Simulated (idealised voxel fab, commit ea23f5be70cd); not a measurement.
process module | voxel wiring stack
cross-section cut | 255 nm wide | cells 5 nm
A cross-section is a grid of square cells, given in bands from the top down. A band is one or more rows of cells.
Each band's line starts with the height of the band's top and of its bottom, in nm. Then come its materials from left to right, each with its width in nm. One material with "throughout" fills the band from edge to edge. "air" is empty space.
Height 0 is the level under which the wafer as received is all one material. The lowest band goes on downwards, as in "0 down".
A width such as "30 to 40" changes by the same amount from each row of cells to the next, from the band's top row to its bottom row.
"no change" after a step means that no cell of the cross-section changed.
closed voids: empty space of 8 cells or more with no open way to the top, each as width x height at its distance from the left edge, in nm
after a step's settings: what the simulator itself notes on the step
overlay nm, on a step with a mask: how far to the right of its planned place the mask lay; to the left if negative
plan
1 op RECEIVE | material Si
2 op CONFORMAL_DEP | material SiO2 | thk nm 10
3 op DIRECTIONAL_DEP | material TiN | thk nm 5
4 op DIRECTIONAL_DEP | material Ru | thk nm 25
5 op PATTERN | tone cover | mask id METAL_1 | material resist | width nm 25 | pitch nm 45 | thk nm 20 | overlay nm 0
6 op DIRECTIONAL_ETCH | etch materials Ru | depth nm 25
7 op DIRECTIONAL_ETCH | etch materials TiN | depth nm 5
8 op STRIP | etch materials resist
9 op CONFORMAL_DEP | material SiN | thk nm 5
10 op FILL_DEP | material lowk | thk nm 5
11 op CMP | height nm 40
12 op CONFORMAL_DEP | material SiCN | thk nm 5
13 op DIRECTIONAL_DEP | material lowk | thk nm 25
14 op PATTERN | tone open | mask id METAL_2 | material resist | width nm 25 | pitch nm 45 | thk nm 20 | overlay nm 0
15 op DIRECTIONAL_ETCH | etch materials lowk | depth nm 15
16 op STRIP | etch materials resist
17 op PATTERN | tone open | mask id METAL_2_HOLES | material resist | width nm 15 | pitch nm 45 | thk nm 20 | overlay nm 0
18 op DIRECTIONAL_ETCH | etch materials lowk | depth nm 10
19 op DIRECTIONAL_ETCH | etch materials SiCN | depth nm 5
20 op STRIP | etch materials resist
21 op CONFORMAL_DEP | material TiN | thk nm 5
22 op FILL_DEP | material Cu | thk nm 5
23 op CMP | height nm 70
24 op CONFORMAL_DEP | material SiN | thk nm 5
as received, after step 1
  0 down: Si throughout
  closed voids: none
first wafer at the end, as planned
  75 to 70: SiN throughout
  70 to 60: lowk 45 | TiN 5 | Cu 15 | TiN 5 | lowk 20 | TiN 5 | Cu 15 | TiN 5 | lowk 20 | TiN 5 | Cu 15 | TiN 5 | lowk 20 | TiN 5 | Cu 15 | TiN 5 | lowk 50
  60 to 55: lowk 45 | TiN 5 | Cu 5 | TiN 15 | lowk 20 | TiN 5 | Cu 5 | TiN 15 | lowk 20 | TiN 5 | Cu 5 | TiN 15 | lowk 20 | TiN 5 | Cu 5 | TiN 15 | lowk 50
  55 to 45: lowk 45 | TiN 5 | Cu 5 | TiN 5 | lowk 30 | TiN 5 | Cu 5 | TiN 5 | lowk 30 | TiN 5 | Cu 5 | TiN 5 | lowk 30 | TiN 5 | Cu 5 | TiN 5 | lowk 60
  45 to 40: SiCN 45 | TiN 15 | SiCN 30 | TiN 15 | SiCN 30 | TiN 15 | SiCN 30 | TiN 15 | SiCN 60
  40 to 15: lowk 40 | SiN 5 | Ru 25 | SiN 5 | lowk 10 | SiN 5 | Ru 25 | SiN 5 | lowk 10 | SiN 5 | Ru 25 | SiN 5 | lowk 10 | SiN 5 | Ru 25 | SiN 5 | lowk 45
  15 to 10: SiN 45 | TiN 25 | SiN 20 | TiN 25 | SiN 20 | TiN 25 | SiN 20 | TiN 25 | SiN 50
  10 to 0: SiO2 throughout
  0 down: Si throughout
  closed voids: none
second wafer at the end: like start, like plan, one mistake
  75 to 70: SiN throughout
  70 to 60: lowk 45 | TiN 5 | Cu 15 | TiN 5 | lowk 20 | TiN 5 | Cu 15 | TiN 5 | lowk 20 | TiN 5 | Cu 15 | TiN 5 | lowk 20 | TiN 5 | Cu 15 | TiN 5 | lowk 50
  60 to 55: lowk 45 | TiN 5 | Cu 5 | TiN 15 | lowk 20 | TiN 5 | Cu 5 | TiN 15 | lowk 20 | TiN 5 | Cu 5 | TiN 15 | lowk 20 | TiN 5 | Cu 5 | TiN 15 | lowk 50
  55 to 45: lowk 45 | TiN 5 | Cu 5 | TiN 5 | lowk 30 | TiN 5 | Cu 5 | TiN 5 | lowk 30 | TiN 5 | Cu 5 | TiN 5 | lowk 30 | TiN 5 | Cu 5 | TiN 5 | lowk 60
  45 to 40: SiCN 45 | TiN 15 | SiCN 30 | TiN 15 | SiCN 30 | TiN 15 | SiCN 30 | TiN 15 | SiCN 60
  40 to 35: SiN 45 | TiN 25 | SiN 20 | TiN 25 | SiN 20 | TiN 25 | SiN 20 | TiN 25 | SiN 50
  35 to 10: Ru throughout
  10 to 0: SiO2 throughout
  0 down: Si throughout
  closed voids: none
what went wrong: steps 3 and 4 were swapped
at the end the second wafer has, in cells: 155 more of Ru | 40 fewer of SiN | 115 fewer of lowk
